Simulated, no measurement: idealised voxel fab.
process module | voxel air gaps
cross-section cut | 190 nm wide | cells 5 nm
A cross-section is a grid of square cells, given in bands from the top down. A band is one or more rows of cells.
Each band's line starts with the height of the band's top and of its bottom, in nm. Then come its materials from left to right, each with its width in nm. One material with "throughout" fills the band from edge to edge. "air" is empty space.
Height 0 is the level under which the wafer as received is all one material. The lowest band goes on downwards, as in "0 down".
A width such as "30 to 40" changes by the same amount from each row of cells to the next, from the band's top row to its bottom row.
"no change" after a step means that no cell of the cross-section changed.
closed voids: empty space of 8 cells or more with no open way to the top, each as width x height at its distance from the left edge, in nm
after a step's settings: what the simulator itself notes on the step
overlay nm, on a step with a mask: how far to the right of its planned place the mask lay; to the left if negative
Each pair below shows a cross-section before one step and the cross-section after it, down to the lowest band that changed. The line under each pair gives the step between them, with its settings. The pairs can come from different runs of this module on the same starting wafer, so a pair continues from the pair above only where its "before" says so.
before
  0 down: Si throughout
  closed voids: none
after
  15 to 0: SiO2 throughout
  below 0: unchanged
  closed voids: none
the step between: op CONFORMAL_DEP | material SiO2 | thk nm 15
before: the cross-section after the pair above
after
  20 to 15: SiCN throughout
  below 15: unchanged
  closed voids: none
the step between: op CONFORMAL_DEP | material SiCN | thk nm 5
before: the cross-section after the pair above
after
  50 to 20: SiO2 throughout
  below 20: unchanged
  closed voids: none
the step between: op DIRECTIONAL_DEP | material SiO2 | thk nm 30
before: the cross-section after the pair above
after
  70 to 50: resist 40 | air 15 | resist 30 | air 15 | resist 30 | air 15 | resist 45
  below 50: unchanged
  closed voids: none
the step between: op PATTERN | tone open | mask id LINES | material resist | width nm 15 | pitch nm 45 | thk nm 20 | overlay nm 0
before: the cross-section after the pair above
after
  70 to 50: resist 40 | air 15 | resist 30 | air 15 | resist 30 | air 15 | resist 45
  50 to 20: SiO2 40 | air 15 | SiO2 30 | air 15 | SiO2 30 | air 15 | SiO2 45
  below 20: unchanged
  closed voids: none
the step between: op DIRECTIONAL_ETCH | etch materials SiO2 | depth nm 30
before: the cross-section after the pair above
after
  50 to 20: SiO2 40 | air 15 | SiO2 30 | air 15 | SiO2 30 | air 15 | SiO2 45
  below 20: unchanged
  closed voids: none
the step between: op STRIP | etch materials resist
before: the cross-section after the pair above
after
  55 to 50: TiN 45 | air 5 | TiN 40 | air 5 | TiN 40 | air 5 | TiN 50
  50 to 25: SiO2 40 | TiN 5 | air 5 | TiN 5 | SiO2 30 | TiN 5 | air 5 | TiN 5 | SiO2 30 | TiN 5 | air 5 | TiN 5 | SiO2 45
  25 to 20: SiO2 40 | TiN 15 | SiO2 30 | TiN 15 | SiO2 30 | TiN 15 | SiO2 45
  below 20: unchanged
  closed voids: none
the step between: op CONFORMAL_DEP | material TiN | thk nm 5
before: the cross-section after the pair above
after
  60 to 55: W throughout
  55 to 50: TiN 45 | W 5 | TiN 40 | W 5 | TiN 40 | W 5 | TiN 50
  50 to 25: SiO2 40 | TiN 5 | W 5 | TiN 5 | SiO2 30 | TiN 5 | W 5 | TiN 5 | SiO2 30 | TiN 5 | W 5 | TiN 5 | SiO2 45
  below 25: unchanged
  closed voids: none
the step between: op FILL_DEP | material W | thk nm 5
before: the cross-section after the pair above
after
  50 to 25: SiO2 40 | TiN 5 | W 5 | TiN 5 | SiO2 30 | TiN 5 | W 5 | TiN 5 | SiO2 30 | TiN 5 | W 5 | TiN 5 | SiO2 45
  below 25: unchanged
  closed voids: none
the step between: op CMP | height nm 50
before: the cross-section after the pair above
after
  60 to 50: air 30 | Ru 35 | air 10 | Ru 35 | air 10 | Ru 35 | air 35
  below 50: unchanged
  closed voids: none
the step between: op EPI | material Ru | thk nm 10
before: the cross-section after the pair above
after
  60 to 50: air 30 | Ru 35 | air 10 | Ru 35 | air 10 | Ru 35 | air 35
  50 to 25: air 40 | TiN 5 | W 5 | TiN 5 | air 30 | TiN 5 | W 5 | TiN 5 | air 30 | TiN 5 | W 5 | TiN 5 | air 45
  25 to 20: air 40 | TiN 15 | air 30 | TiN 15 | air 30 | TiN 15 | air 45
  below 20: unchanged
  closed voids: none
the step between: op SELECTIVE_ETCH | etch materials SiO2 | depth nm 40
before: the cross-section after the pair above
after
  65 to 60: air 25 | SiCN 135 | air 30
  60 to 50: air 25 | SiCN 5 | Ru 35 | SiCN 10 | Ru 35 | SiCN 10 | Ru 35 | SiCN 5 | air 30
  50 to 45: air 25 | SiCN 15 | TiN 5 | W 5 | TiN 5 | SiCN 30 | TiN 5 | W 5 | TiN 5 | SiCN 30 | TiN 5 | W 5 | TiN 5 | SiCN 15 | air 30
  45 to 25: air 35 | SiCN 5 | TiN 5 | W 5 | TiN 5 | SiCN 5 | air 20 | SiCN 5 | TiN 5 | W 5 | TiN 5 | SiCN 5 | air 20 | SiCN 5 | TiN 5 | W 5 | TiN 5 | SiCN 5 | air 40
  25 to 20: SiCN 40 | TiN 15 | SiCN 30 | TiN 15 | SiCN 30 | TiN 15 | SiCN 45
  below 20: unchanged
  closed voids: 20 x 20 at 60; 20 x 20 at 105
the step between: op CONFORMAL_DEP | material SiCN | thk nm 5
before
  15 to 0: SiO2 throughout
  0 down: Si throughout
  closed voids: none
after
  45 to 0: SiO2 throughout
  below 0: unchanged
  closed voids: none
the step between: op DIRECTIONAL_DEP | material SiO2 | thk nm 30
before: the cross-section after the pair above
after
  65 to 45: resist 40 | air 15 | resist 30 | air 15 | resist 30 | air 15 | resist 45
  below 45: unchanged
  closed voids: none
the step between: op PATTERN | tone open | mask id LINES | material resist | width nm 15 | pitch nm 45 | thk nm 20 | overlay nm 0
before: the cross-section after the pair above
after
  65 to 45: resist 40 | air 15 | resist 30 | air 15 | resist 30 | air 15 | resist 45
  45 to 15: SiO2 40 | air 15 | SiO2 30 | air 15 | SiO2 30 | air 15 | SiO2 45
  below 15: unchanged
  closed voids: none
the step between: op DIRECTIONAL_ETCH | etch materials SiO2 | depth nm 30
before: the cross-section after the pair above
after
  45 to 15: SiO2 40 | air 15 | SiO2 30 | air 15 | SiO2 30 | air 15 | SiO2 45
  below 15: unchanged
  closed voids: none
the step between: op STRIP | etch materials resist
before: the cross-section after the pair above
after
  50 to 45: TiN 45 | air 5 | TiN 40 | air 5 | TiN 40 | air 5 | TiN 50
  45 to 20: SiO2 40 | TiN 5 | air 5 | TiN 5 | SiO2 30 | TiN 5 | air 5 | TiN 5 | SiO2 30 | TiN 5 | air 5 | TiN 5 | SiO2 45
  20 to 15: SiO2 40 | TiN 15 | SiO2 30 | TiN 15 | SiO2 30 | TiN 15 | SiO2 45
  below 15: unchanged
  closed voids: none
the step between: op CONFORMAL_DEP | material TiN | thk nm 5
before: the cross-section after the pair above
after
  55 to 50: W throughout
  50 to 45: TiN 45 | W 5 | TiN 40 | W 5 | TiN 40 | W 5 | TiN 50
  45 to 20: SiO2 40 | TiN 5 | W 5 | TiN 5 | SiO2 30 | TiN 5 | W 5 | TiN 5 | SiO2 30 | TiN 5 | W 5 | TiN 5 | SiO2 45
  below 20: unchanged
  closed voids: none
the step between: op FILL_DEP | material W | thk nm 5
before: the cross-section after the pair above
after
  50 to 45: TiN 45 | W 5 | TiN 40 | W 5 | TiN 40 | W 5 | TiN 50
  below 45: unchanged
  closed voids: none
the step between: op CMP | height nm 50
before: the cross-section after the pair above
after
  60 to 50: Ru throughout
  below 50: unchanged
  closed voids: none
the step between: op EPI | material Ru | thk nm 10
before: the cross-section after the pair above
after
  65 to 60: SiCN throughout
  below 60: unchanged
  closed voids: none
the step between: op CONFORMAL_DEP | material SiCN | thk nm 5
before
  15 to 0: SiO2 throughout
  0 down: Si throughout
  closed voids: none
after
  30 to 0: SiO2 throughout
  below 0: unchanged
  closed voids: none
the step between: op CONFORMAL_DEP | material SiO2 | thk nm 15
before: the cross-section after the pair above
after
  35 to 30: SiCN throughout
  below 30: unchanged
  closed voids: none
the step between: op CONFORMAL_DEP | material SiCN | thk nm 5
before: the cross-section after the pair above
after
  65 to 35: SiO2 throughout
  below 35: unchanged
  closed voids: none
the step between: op DIRECTIONAL_DEP | material SiO2 | thk nm 30
before: the cross-section after the pair above
after
  85 to 65: resist 40 | air 15 | resist 30 | air 15 | resist 30 | air 15 | resist 45
  below 65: unchanged
  closed voids: none
the step between: op PATTERN | tone open | mask id LINES | material resist | width nm 15 | pitch nm 45 | thk nm 20 | overlay nm 0
before: the cross-section after the pair above
after
  85 to 65: resist 40 | air 15 | resist 30 | air 15 | resist 30 | air 15 | resist 45
  65 to 35: SiO2 40 | air 15 | SiO2 30 | air 15 | SiO2 30 | air 15 | SiO2 45
  below 35: unchanged
  closed voids: none
the step between: op DIRECTIONAL_ETCH | etch materials SiO2 | depth nm 30
before: the cross-section after the pair above
after
  65 to 35: SiO2 40 | air 15 | SiO2 30 | air 15 | SiO2 30 | air 15 | SiO2 45
  below 35: unchanged
  closed voids: none
the step between: op STRIP | etch materials resist
before: the cross-section after the pair above
after
  70 to 65: TiN 45 | air 5 | TiN 40 | air 5 | TiN 40 | air 5 | TiN 50
  65 to 40: SiO2 40 | TiN 5 | air 5 | TiN 5 | SiO2 30 | TiN 5 | air 5 | TiN 5 | SiO2 30 | TiN 5 | air 5 | TiN 5 | SiO2 45
  40 to 35: SiO2 40 | TiN 15 | SiO2 30 | TiN 15 | SiO2 30 | TiN 15 | SiO2 45
  below 35: unchanged
  closed voids: none
the step between: op CONFORMAL_DEP | material TiN | thk nm 5
before: the cross-section after the pair above
after
  75 to 70: W throughout
  70 to 65: TiN 45 | W 5 | TiN 40 | W 5 | TiN 40 | W 5 | TiN 50
  65 to 40: SiO2 40 | TiN 5 | W 5 | TiN 5 | SiO2 30 | TiN 5 | W 5 | TiN 5 | SiO2 30 | TiN 5 | W 5 | TiN 5 | SiO2 45
  below 40: unchanged
  closed voids: none
the step between: op FILL_DEP | material W | thk nm 5
before: the cross-section after the pair above
after
  50 to 40: SiO2 40 | TiN 5 | W 5 | TiN 5 | SiO2 30 | TiN 5 | W 5 | TiN 5 | SiO2 30 | TiN 5 | W 5 | TiN 5 | SiO2 45
  below 40: unchanged
  closed voids: none
the step between: op CMP | height nm 50
before: the cross-section after the pair above
after
  60 to 50: air 30 | Ru 35 | air 10 | Ru 35 | air 10 | Ru 35 | air 35
  below 50: unchanged
  closed voids: none
the step between: op EPI | material Ru | thk nm 10
before: the cross-section after the pair above
after
  60 to 50: air 30 | Ru 35 | air 10 | Ru 35 | air 10 | Ru 35 | air 35
  50 to 40: air 40 | TiN 5 | W 5 | TiN 5 | air 30 | TiN 5 | W 5 | TiN 5 | air 30 | TiN 5 | W 5 | TiN 5 | air 45
  40 to 35: air 40 | TiN 15 | air 30 | TiN 15 | air 30 | TiN 15 | air 45
  below 35: unchanged
  closed voids: none
the step between: op SELECTIVE_ETCH | etch materials SiO2 | depth nm 40
before: the cross-section after the pair above
after
  65 to 60: air 25 | SiCN 135 | air 30
  60 to 50: air 25 | SiCN 5 | Ru 35 | SiCN 10 | Ru 35 | SiCN 10 | Ru 35 | SiCN 5 | air 30
  50 to 45: air 25 | SiCN 15 | TiN 5 | W 5 | TiN 5 | SiCN 30 | TiN 5 | W 5 | TiN 5 | SiCN 30 | TiN 5 | W 5 | TiN 5 | SiCN 15 | air 30
  45 to 40: air 35 | SiCN 5 | TiN 5 | W 5 | TiN 5 | SiCN 5 | air 20 | SiCN 5 | TiN 5 | W 5 | TiN 5 | SiCN 5 | air 20 | SiCN 5 | TiN 5 | W 5 | TiN 5 | SiCN 5 | air 40
  40 to 35: SiCN 40 | TiN 15 | SiCN 30 | TiN 15 | SiCN 30 | TiN 15 | SiCN 45
  below 35: unchanged
  closed voids: none
the step between: op CONFORMAL_DEP | material SiCN | thk nm 5
before
  50 to 25: SiO2 40 | TiN 5 | W 5 | TiN 5 | SiO2 30 | TiN 5 | W 5 | TiN 5 | SiO2 30 | TiN 5 | W 5 | TiN 5 | SiO2 45
  25 to 20: SiO2 40 | TiN 15 | SiO2 30 | TiN 15 | SiO2 30 | TiN 15 | SiO2 45
  20 to 15: SiCN throughout
  15 to 0: SiO2 throughout
  0 down: Si throughout
  closed voids: none
after
  50 to 25: air 40 | TiN 5 | W 5 | TiN 5 | air 30 | TiN 5 | W 5 | TiN 5 | air 30 | TiN 5 | W 5 | TiN 5 | air 45
  25 to 20: air 40 | TiN 15 | air 30 | TiN 15 | air 30 | TiN 15 | air 45
  below 20: unchanged
  closed voids: none
the step between: op SELECTIVE_ETCH | etch materials SiO2 | depth nm 40
before: the cross-section after the pair above
after
  60 to 50: air 30 | Ru 35 | air 10 | Ru 35 | air 10 | Ru 35 | air 35
  50 to 25: air 30 | Ru 10 | TiN 5 | W 5 | TiN 5 | Ru 10 | air 10 | Ru 10 | TiN 5 | W 5 | TiN 5 | Ru 10 | air 10 | Ru 10 | TiN 5 | W 5 | TiN 5 | Ru 10 | air 35
  25 to 20: air 30 | Ru 10 | TiN 15 | Ru 10 | air 10 | Ru 10 | TiN 15 | Ru 10 | air 10 | Ru 10 | TiN 15 | Ru 10 | air 35
  below 20: unchanged
  closed voids: none
the step between: op EPI | material Ru | thk nm 10
before: the cross-section after the pair above
after
  65 to 60: air 25 | SiCN 135 | air 30
  60 to 50: air 25 | SiCN 5 | Ru 35 | SiCN 10 | Ru 35 | SiCN 10 | Ru 35 | SiCN 5 | air 30
  50 to 25: air 25 | SiCN 5 | Ru 10 | TiN 5 | W 5 | TiN 5 | Ru 10 | SiCN 10 | Ru 10 | TiN 5 | W 5 | TiN 5 | Ru 10 | SiCN 10 | Ru 10 | TiN 5 | W 5 | TiN 5 | Ru 10 | SiCN 5 | air 30
  25 to 20: SiCN 30 | Ru 10 | TiN 15 | Ru 10 | SiCN 10 | Ru 10 | TiN 15 | Ru 10 | SiCN 10 | Ru 10 | TiN 15 | Ru 10 | SiCN 35
  below 20: unchanged
  closed voids: none
the step between: op CONFORMAL_DEP | material SiCN | thk nm 5
before
  60 to 55: W throughout
  55 to 50: TiN 45 | W 5 | TiN 40 | W 5 | TiN 40 | W 5 | TiN 50
  50 to 25: SiO2 40 | TiN 5 | W 5 | TiN 5 | SiO2 30 | TiN 5 | W 5 | TiN 5 | SiO2 30 | TiN 5 | W 5 | TiN 5 | SiO2 45
  25 to 20: SiO2 40 | TiN 15 | SiO2 30 | TiN 15 | SiO2 30 | TiN 15 | SiO2 45
  20 to 15: SiCN throughout
  15 to 0: SiO2 throughout
  0 down: Si throughout
  closed voids: none
after
  55 to 50: TiN 45 | W 5 | TiN 40 | W 5 | TiN 40 | W 5 | TiN 50
  below 50: unchanged
  closed voids: none
the step between: op CMP | height nm 55
before: the cross-section after the pair above
after
  65 to 55: Ru throughout
  below 55: unchanged
  closed voids: none
the step between: op EPI | material Ru | thk nm 10
before: the cross-section after the pair above
after
  70 to 65: SiCN throughout
  below 65: unchanged
  closed voids: none
the step between: op CONFORMAL_DEP | material SiCN | thk nm 5
before
  50 to 20: SiO2 throughout
  20 to 15: SiCN throughout
  15 to 0: SiO2 throughout
  0 down: Si throughout
  closed voids: none
after
  70 to 50: resist 35 | air 25 | resist 20 | air 25 | resist 20 | air 25 | resist 40
  below 50: unchanged
  closed voids: none
the step between: op PATTERN | tone open | mask id LINES | material resist | width nm 25 | pitch nm 45 | thk nm 20 | overlay nm 0
before: the cross-section after the pair above
after
  70 to 50: resist 35 | air 25 | resist 20 | air 25 | resist 20 | air 25 | resist 40
  50 to 20: SiO2 35 | air 25 | SiO2 20 | air 25 | SiO2 20 | air 25 | SiO2 40
  below 20: unchanged
  closed voids: none
the step between: op DIRECTIONAL_ETCH | etch materials SiO2 | depth nm 30
before: the cross-section after the pair above
after
  50 to 20: SiO2 35 | air 25 | SiO2 20 | air 25 | SiO2 20 | air 25 | SiO2 40
  below 20: unchanged
  closed voids: none
the step between: op STRIP | etch materials resist
before: the cross-section after the pair above
after
  55 to 50: TiN 40 | air 15 | TiN 30 | air 15 | TiN 30 | air 15 | TiN 45
  50 to 25: SiO2 35 | TiN 5 | air 15 | TiN 5 | SiO2 20 | TiN 5 | air 15 | TiN 5 | SiO2 20 | TiN 5 | air 15 | TiN 5 | SiO2 40
  25 to 20: SiO2 35 | TiN 25 | SiO2 20 | TiN 25 | SiO2 20 | TiN 25 | SiO2 40
  below 20: unchanged
  closed voids: none
the step between: op CONFORMAL_DEP | material TiN | thk nm 5
before: the cross-section after the pair above
after
  60 to 55: W throughout
  55 to 50: TiN 40 | W 15 | TiN 30 | W 15 | TiN 30 | W 15 | TiN 45
  50 to 25: SiO2 35 | TiN 5 | W 15 | TiN 5 | SiO2 20 | TiN 5 | W 15 | TiN 5 | SiO2 20 | TiN 5 | W 15 | TiN 5 | SiO2 40
  below 25: unchanged
  closed voids: none
the step between: op FILL_DEP | material W | thk nm 5
before: the cross-section after the pair above
after
  50 to 25: SiO2 35 | TiN 5 | W 15 | TiN 5 | SiO2 20 | TiN 5 | W 15 | TiN 5 | SiO2 20 | TiN 5 | W 15 | TiN 5 | SiO2 40
  below 25: unchanged
  closed voids: none
the step between: op CMP | height nm 50
before: the cross-section after the pair above
after
  60 to 50: air 25 | Ru 135 | air 30
  below 50: unchanged
  closed voids: none
the step between: op EPI | material Ru | thk nm 10
before: the cross-section after the pair above
after
  60 to 50: air 25 | Ru 135 | air 30
  50 to 25: air 35 | TiN 5 | W 15 | TiN 5 | SiO2 20 | TiN 5 | W 15 | TiN 5 | SiO2 20 | TiN 5 | W 15 | TiN 5 | air 40
  25 to 20: air 35 | TiN 25 | SiO2 20 | TiN 25 | SiO2 20 | TiN 25 | air 40
  below 20: unchanged
  closed voids: none
the step between: op SELECTIVE_ETCH | etch materials SiO2 | depth nm 40
before: the cross-section after the pair above
after
  65 to 60: air 20 | SiCN 145 | air 25
  60 to 50: air 20 | SiCN 5 | Ru 135 | SiCN 5 | air 25
  50 to 45: air 20 | SiCN 15 | TiN 5 | W 15 | TiN 5 | SiO2 20 | TiN 5 | W 15 | TiN 5 | SiO2 20 | TiN 5 | W 15 | TiN 5 | SiCN 15 | air 25
  45 to 25: air 30 | SiCN 5 | TiN 5 | W 15 | TiN 5 | SiO2 20 | TiN 5 | W 15 | TiN 5 | SiO2 20 | TiN 5 | W 15 | TiN 5 | SiCN 5 | air 35
  25 to 20: SiCN 35 | TiN 25 | SiO2 20 | TiN 25 | SiO2 20 | TiN 25 | SiCN 40
  below 20: unchanged
  closed voids: none
the step between: op CONFORMAL_DEP | material SiCN | thk nm 5
before
  50 to 20: SiO2 throughout
  20 to 15: SiCN throughout
  15 to 0: SiO2 throughout
  0 down: Si throughout
  closed voids: none
after
  70 to 50: resist 35 | air 15 | resist 30 | air 15 | resist 30 | air 15 | resist 50
  below 50: unchanged
  closed voids: none
the step between: op PATTERN | tone open | mask id LINES | material resist | width nm 15 | pitch nm 45 | thk nm 20 | overlay nm -5
before: the cross-section after the pair above
after
  70 to 50: resist 35 | air 15 | resist 30 | air 15 | resist 30 | air 15 | resist 50
  50 to 20: SiO2 35 | air 15 | SiO2 30 | air 15 | SiO2 30 | air 15 | SiO2 50
  below 20: unchanged
  closed voids: none
the step between: op DIRECTIONAL_ETCH | etch materials SiO2 | depth nm 30
before: the cross-section after the pair above
after
  50 to 20: SiO2 35 | air 15 | SiO2 30 | air 15 | SiO2 30 | air 15 | SiO2 50
  below 20: unchanged
  closed voids: none
the step between: op STRIP | etch materials resist
before: the cross-section after the pair above
after
  55 to 50: TiN 40 | air 5 | TiN 40 | air 5 | TiN 40 | air 5 | TiN 55
  50 to 25: SiO2 35 | TiN 5 | air 5 | TiN 5 | SiO2 30 | TiN 5 | air 5 | TiN 5 | SiO2 30 | TiN 5 | air 5 | TiN 5 | SiO2 50
  25 to 20: SiO2 35 | TiN 15 | SiO2 30 | TiN 15 | SiO2 30 | TiN 15 | SiO2 50
  below 20: unchanged
  closed voids: none
the step between: op CONFORMAL_DEP | material TiN | thk nm 5
before: the cross-section after the pair above
after
  60 to 55: W throughout
  55 to 50: TiN 40 | W 5 | TiN 40 | W 5 | TiN 40 | W 5 | TiN 55
  50 to 25: SiO2 35 | TiN 5 | W 5 | TiN 5 | SiO2 30 | TiN 5 | W 5 | TiN 5 | SiO2 30 | TiN 5 | W 5 | TiN 5 | SiO2 50
  below 25: unchanged
  closed voids: none
the step between: op FILL_DEP | material W | thk nm 5
before: the cross-section after the pair above
after
  50 to 25: SiO2 35 | TiN 5 | W 5 | TiN 5 | SiO2 30 | TiN 5 | W 5 | TiN 5 | SiO2 30 | TiN 5 | W 5 | TiN 5 | SiO2 50
  below 25: unchanged
  closed voids: none
the step between: op CMP | height nm 50
before: the cross-section after the pair above
after
  60 to 50: air 25 | Ru 35 | air 10 | Ru 35 | air 10 | Ru 35 | air 40
  below 50: unchanged
  closed voids: none
the step between: op EPI | material Ru | thk nm 10
before: the cross-section after the pair above
after
  60 to 50: air 25 | Ru 35 | air 10 | Ru 35 | air 10 | Ru 35 | air 40
  50 to 25: air 35 | TiN 5 | W 5 | TiN 5 | air 30 | TiN 5 | W 5 | TiN 5 | air 30 | TiN 5 | W 5 | TiN 5 | air 50
  25 to 20: air 35 | TiN 15 | air 30 | TiN 15 | air 30 | TiN 15 | air 50
  below 20: unchanged
  closed voids: none
the step between: op SELECTIVE_ETCH | etch materials SiO2 | depth nm 40
before: the cross-section after the pair above
after
  65 to 60: air 20 | SiCN 135 | air 35
  60 to 50: air 20 | SiCN 5 | Ru 35 | SiCN 10 | Ru 35 | SiCN 10 | Ru 35 | SiCN 5 | air 35
  50 to 45: air 20 | SiCN 15 | TiN 5 | W 5 | TiN 5 | SiCN 30 | TiN 5 | W 5 | TiN 5 | SiCN 30 | TiN 5 | W 5 | TiN 5 | SiCN 15 | air 35
  45 to 25: air 30 | SiCN 5 | TiN 5 | W 5 | TiN 5 | SiCN 5 | air 20 | SiCN 5 | TiN 5 | W 5 | TiN 5 | SiCN 5 | air 20 | SiCN 5 | TiN 5 | W 5 | TiN 5 | SiCN 5 | air 45
  25 to 20: SiCN 35 | TiN 15 | SiCN 30 | TiN 15 | SiCN 30 | TiN 15 | SiCN 50
  below 20: unchanged
  closed voids: 20 x 20 at 55; 20 x 20 at 100
the step between: op CONFORMAL_DEP | material SiCN | thk nm 5
before
  15 to 0: SiO2 throughout
  0 down: Si throughout
  closed voids: none
after
  20 to 15: Ru throughout
  below 15: unchanged
  closed voids: none
the step between: op CONFORMAL_DEP | material Ru | thk nm 5
before: the cross-section after the pair above
after
  50 to 20: SiO2 throughout
  below 20: unchanged
  closed voids: none
the step between: op DIRECTIONAL_DEP | material SiO2 | thk nm 30
before: the cross-section after the pair above
after
  70 to 50: resist 40 | air 15 | resist 30 | air 15 | resist 30 | air 15 | resist 45
  below 50: unchanged
  closed voids: none
the step between: op PATTERN | tone open | mask id LINES | material resist | width nm 15 | pitch nm 45 | thk nm 20 | overlay nm 0
before: the cross-section after the pair above
after
  70 to 50: resist 40 | air 15 | resist 30 | air 15 | resist 30 | air 15 | resist 45
  50 to 20: SiO2 40 | air 15 | SiO2 30 | air 15 | SiO2 30 | air 15 | SiO2 45
  below 20: unchanged
  closed voids: none
the step between: op DIRECTIONAL_ETCH | etch materials SiO2 | depth nm 30
before: the cross-section after the pair above
after
  50 to 20: SiO2 40 | air 15 | SiO2 30 | air 15 | SiO2 30 | air 15 | SiO2 45
  below 20: unchanged
  closed voids: none
the step between: op STRIP | etch materials resist
before: the cross-section after the pair above
after
  55 to 50: TiN 45 | air 5 | TiN 40 | air 5 | TiN 40 | air 5 | TiN 50
  50 to 25: SiO2 40 | TiN 5 | air 5 | TiN 5 | SiO2 30 | TiN 5 | air 5 | TiN 5 | SiO2 30 | TiN 5 | air 5 | TiN 5 | SiO2 45
  25 to 20: SiO2 40 | TiN 15 | SiO2 30 | TiN 15 | SiO2 30 | TiN 15 | SiO2 45
  below 20: unchanged
  closed voids: none
the step between: op CONFORMAL_DEP | material TiN | thk nm 5
before: the cross-section after the pair above
after
  60 to 55: W throughout
  55 to 50: TiN 45 | W 5 | TiN 40 | W 5 | TiN 40 | W 5 | TiN 50
  50 to 25: SiO2 40 | TiN 5 | W 5 | TiN 5 | SiO2 30 | TiN 5 | W 5 | TiN 5 | SiO2 30 | TiN 5 | W 5 | TiN 5 | SiO2 45
  below 25: unchanged
  closed voids: none
the step between: op FILL_DEP | material W | thk nm 5
before: the cross-section after the pair above
after
  50 to 25: SiO2 40 | TiN 5 | W 5 | TiN 5 | SiO2 30 | TiN 5 | W 5 | TiN 5 | SiO2 30 | TiN 5 | W 5 | TiN 5 | SiO2 45
  below 25: unchanged
  closed voids: none
the step between: op CMP | height nm 50
before: the cross-section after the pair above
after
  60 to 50: air 30 | Ru 35 | air 10 | Ru 35 | air 10 | Ru 35 | air 35
  below 50: unchanged
  closed voids: none
the step between: op EPI | material Ru | thk nm 10
before: the cross-section after the pair above
after
  60 to 50: air 30 | Ru 35 | air 10 | Ru 35 | air 10 | Ru 35 | air 35
  50 to 25: air 40 | TiN 5 | W 5 | TiN 5 | air 30 | TiN 5 | W 5 | TiN 5 | air 30 | TiN 5 | W 5 | TiN 5 | air 45
  25 to 20: air 40 | TiN 15 | air 30 | TiN 15 | air 30 | TiN 15 | air 45
  below 20: unchanged
  closed voids: none
the step between: op SELECTIVE_ETCH | etch materials SiO2 | depth nm 40
before: the cross-section after the pair above
after
  65 to 60: air 25 | SiCN 135 | air 30
  60 to 50: air 25 | SiCN 5 | Ru 35 | SiCN 10 | Ru 35 | SiCN 10 | Ru 35 | SiCN 5 | air 30
  50 to 45: air 25 | SiCN 15 | TiN 5 | W 5 | TiN 5 | SiCN 30 | TiN 5 | W 5 | TiN 5 | SiCN 30 | TiN 5 | W 5 | TiN 5 | SiCN 15 | air 30
  45 to 25: air 35 | SiCN 5 | TiN 5 | W 5 | TiN 5 | SiCN 5 | air 20 | SiCN 5 | TiN 5 | W 5 | TiN 5 | SiCN 5 | air 20 | SiCN 5 | TiN 5 | W 5 | TiN 5 | SiCN 5 | air 40
  25 to 20: SiCN 40 | TiN 15 | SiCN 30 | TiN 15 | SiCN 30 | TiN 15 | SiCN 45
  below 20: unchanged
  closed voids: 20 x 20 at 60; 20 x 20 at 105
the step between: op CONFORMAL_DEP | material SiCN | thk nm 5
before
  50 to 20: SiO2 throughout
  20 to 15: SiCN throughout
  15 to 0: SiO2 throughout
  0 down: Si throughout
  closed voids: none
after
  70 to 50: air 40 | resist 15 | air 30 | resist 15 | air 30 | resist 15 | air 45
  below 50: unchanged
  closed voids: none
the step between: op PATTERN | tone cover | mask id LINES | material resist | width nm 15 | pitch nm 45 | thk nm 20 | overlay nm 0
before: the cross-section after the pair above
after
  70 to 50: air 40 | resist 15 | air 30 | resist 15 | air 30 | resist 15 | air 45
  50 to 20: air 40 | SiO2 15 | air 30 | SiO2 15 | air 30 | SiO2 15 | air 45
  below 20: unchanged
  closed voids: none
the step between: op DIRECTIONAL_ETCH | etch materials SiO2 | depth nm 30
before: the cross-section after the pair above
after
  50 to 20: air 40 | SiO2 15 | air 30 | SiO2 15 | air 30 | SiO2 15 | air 45
  below 20: unchanged
  closed voids: none
the step between: op STRIP | etch materials resist
before: the cross-section after the pair above
after
  55 to 50: air 35 | TiN 25 | air 20 | TiN 25 | air 20 | TiN 25 | air 40
  50 to 25: air 35 | TiN 5 | SiO2 15 | TiN 5 | air 20 | TiN 5 | SiO2 15 | TiN 5 | air 20 | TiN 5 | SiO2 15 | TiN 5 | air 40
  25 to 20: TiN 40 | SiO2 15 | TiN 30 | SiO2 15 | TiN 30 | SiO2 15 | TiN 45
  below 20: unchanged
  closed voids: none
the step between: op CONFORMAL_DEP | material TiN | thk nm 5
before: the cross-section after the pair above
after
  60 to 55: W throughout
  55 to 50: W 35 | TiN 25 | W 20 | TiN 25 | W 20 | TiN 25 | W 40
  50 to 25: W 35 | TiN 5 | SiO2 15 | TiN 5 | W 20 | TiN 5 | SiO2 15 | TiN 5 | W 20 | TiN 5 | SiO2 15 | TiN 5 | W 40
  below 25: unchanged
  closed voids: none
the step between: op FILL_DEP | material W | thk nm 5
before: the cross-section after the pair above
after
  50 to 25: W 35 | TiN 5 | SiO2 15 | TiN 5 | W 20 | TiN 5 | SiO2 15 | TiN 5 | W 20 | TiN 5 | SiO2 15 | TiN 5 | W 40
  below 25: unchanged
  closed voids: none
the step between: op CMP | height nm 50
before: the cross-section after the pair above
after
  60 to 50: Ru throughout
  below 50: unchanged
  closed voids: none
the step between: op EPI | material Ru | thk nm 10
before: the cross-section after the pair above
after
  65 to 60: SiCN throughout
  below 60: unchanged
  closed voids: none
the step between: op CONFORMAL_DEP | material SiCN | thk nm 5
